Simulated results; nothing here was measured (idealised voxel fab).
process module | voxel gate over fins
cross-section cut | 240 nm wide | cells 5 nm
A cross-section is a grid of square cells, given in bands from the top down. A band is one or more rows of cells.
Each band's line starts with the height of the band's top and of its bottom, in nm. Then come its materials from left to right, each with its width in nm. One material with "throughout" fills the band from edge to edge. "air" is empty space.
Height 0 is the level under which the wafer as received is all one material. The lowest band goes on downwards, as in "0 down".
A width such as "30 to 40" changes by the same amount from each row of cells to the next, from the band's top row to its bottom row.
"no change" after a step means that no cell of the cross-section changed.
closed voids: empty space of 8 cells or more with no open way to the top, each as width x height at its distance from the left edge, in nm
after a step's settings: what the simulator itself notes on the step
overlay nm, on a step with a mask: how far to the right of its planned place the mask lay; to the left if negative
plan
1 op RECEIVE | material Si
2 op CONFORMAL_DEP | material SiN | thk nm 5
3 op DIRECTIONAL_DEP | material aC | thk nm 15
4 op PATTERN | tone cover | mask id FINS | material resist | width nm 15 | pitch nm 50 | thk nm 35 | overlay nm 0
5 op DIRECTIONAL_ETCH | etch materials aC | depth nm 15
6 op STRIP | etch materials resist
7 op DIRECTIONAL_ETCH | etch materials SiN | depth nm 5
8 op DIRECTIONAL_ETCH | etch materials Si | depth nm 35
9 op STRIP | etch materials aC
10 op OXIDIZE | depth nm 5
11 op FILL_DEP | material SiO2 | thk nm 15
12 op CMP | height nm 5
13 op MASKED_ETCH | tone open | mask id RAIL | width nm 15 | etch materials SiO2 | depth nm 35 | overlay nm 0
14 op CONFORMAL_DEP | material TiN | thk nm 5
15 op FILL_DEP | material W | thk nm 5
16 op CMP | height nm 5
17 op SELECTIVE_ETCH | etch materials W Ru TiN | depth nm 20
18 op FILL_DEP | material SiO2 | thk nm 5
19 op CMP | height nm 5
20 op SELECTIVE_ETCH | etch materials SiO2 | depth nm 15
21 op STRIP | etch materials SiN
22 op CONFORMAL_DEP | material HfO2 | thk nm 5
23 op CONFORMAL_DEP | material TiN | thk nm 5
24 op CONFORMAL_DEP | material TiAl | thk nm 5
25 op CONFORMAL_DEP | material TiN | thk nm 5
26 op FILL_DEP | material W | thk nm 15
27 op CMP | height nm 30
28 op CONFORMAL_DEP | material SiCN | thk nm 5
varied across the wafers: width nm of step 13. The plan shows the first wafer's value. All wafers start alike
first wafer as received, after step 1
  0 down: Si throughout
  closed voids: none
first wafer at the end, after step 28
  35 to 30: SiCN throughout
  30 to 20: W throughout
  20 to 15: W 70 | TiN 45 | W 5 | TiN 45 | W 75
  15 to 10: W 70 | TiN 5 | TiAl 35 | TiN 5 | W 5 | TiN 5 | TiAl 35 | TiN 5 | W 75
  10 to 5: TiN 75 | TiAl 5 | TiN 25 | TiAl 5 | TiN 15 | TiAl 5 | TiN 25 | TiAl 5 | TiN 80
  5 to 0: TiAl 80 | TiN 5 | HfO2 15 | TiN 5 | TiAl 25 | TiN 5 | HfO2 15 | TiN 5 | TiAl 85
  0 to -5: TiN 85 | HfO2 5 | Si 5 | HfO2 5 | TiN 35 | HfO2 5 | Si 5 | HfO2 5 | TiN 90
  -5 to -10: HfO2 90 | Si 5 | HfO2 45 | Si 5 | HfO2 95
  -10 to -15: SiO2 90 | Si 5 | SiO2 45 | Si 5 | SiO2 95
  -15 to -25: SiO2 90 | Si 5 | SiO2 15 | TiN 5 | W 5 | TiN 5 | SiO2 15 | Si 5 | SiO2 95
  -25 to -30: SiO2 90 | Si 5 | SiO2 15 | TiN 15 | SiO2 15 | Si 5 | SiO2 95
  -30 to -40: SiO2 90 | Si 5 | SiO2 45 | Si 5 | SiO2 95
  -40 down: Si throughout
  closed voids: none
last wafer at the end
  35 to 30: SiCN throughout
  30 to 20: W throughout
  20 to 15: W 70 | TiN 45 | W 5 | TiN 45 | W 75
  15 to 10: W 70 | TiN 5 | TiAl 35 | TiN 5 | W 5 | TiN 5 | TiAl 35 | TiN 5 | W 75
  10 to 5: TiN 75 | TiAl 5 | TiN 25 | TiAl 5 | TiN 15 | TiAl 5 | TiN 25 | TiAl 5 | TiN 80
  5 to 0: TiAl 80 | TiN 5 | HfO2 15 | TiN 5 | TiAl 25 | TiN 5 | HfO2 15 | TiN 5 | TiAl 85
  0 to -5: TiN 85 | HfO2 5 | Si 5 | HfO2 5 | TiN 35 | HfO2 5 | Si 5 | HfO2 5 | TiN 90
  -5 to -10: HfO2 90 | Si 5 | HfO2 45 | Si 5 | HfO2 95
  -10 to -15: SiO2 90 | Si 5 | SiO2 45 | Si 5 | SiO2 95
  -15 to -25: SiO2 90 | Si 5 | SiO2 10 | TiN 5 | W 20 | TiN 5 | SiO2 5 | Si 5 | SiO2 95
  -25 to -30: SiO2 90 | Si 5 | SiO2 10 | TiN 30 | SiO2 5 | Si 5 | SiO2 95
  -30 to -40: SiO2 90 | Si 5 | SiO2 45 | Si 5 | SiO2 95
  -40 down: Si throughout
  closed voids: none
each wafer at the end: cells of each material gained (+) or lost (-) since it was received, then its closed voids
width nm 15 | +56 HfO2 | -368 Si | +48 SiCN | +267 SiO2 | +56 TiAl | +119 TiN | +158 W | closed voids: none
width nm 20 | +56 HfO2 | -368 Si | +48 SiCN | +264 SiO2 | +56 TiAl | +120 TiN | +160 W | closed voids: none
width nm 25 | +56 HfO2 | -368 Si | +48 SiCN | +261 SiO2 | +56 TiAl | +121 TiN | +162 W | closed voids: none
width nm 30 | +56 HfO2 | -368 Si | +48 SiCN | +258 SiO2 | +56 TiAl | +122 TiN | +164 W | closed voids: none
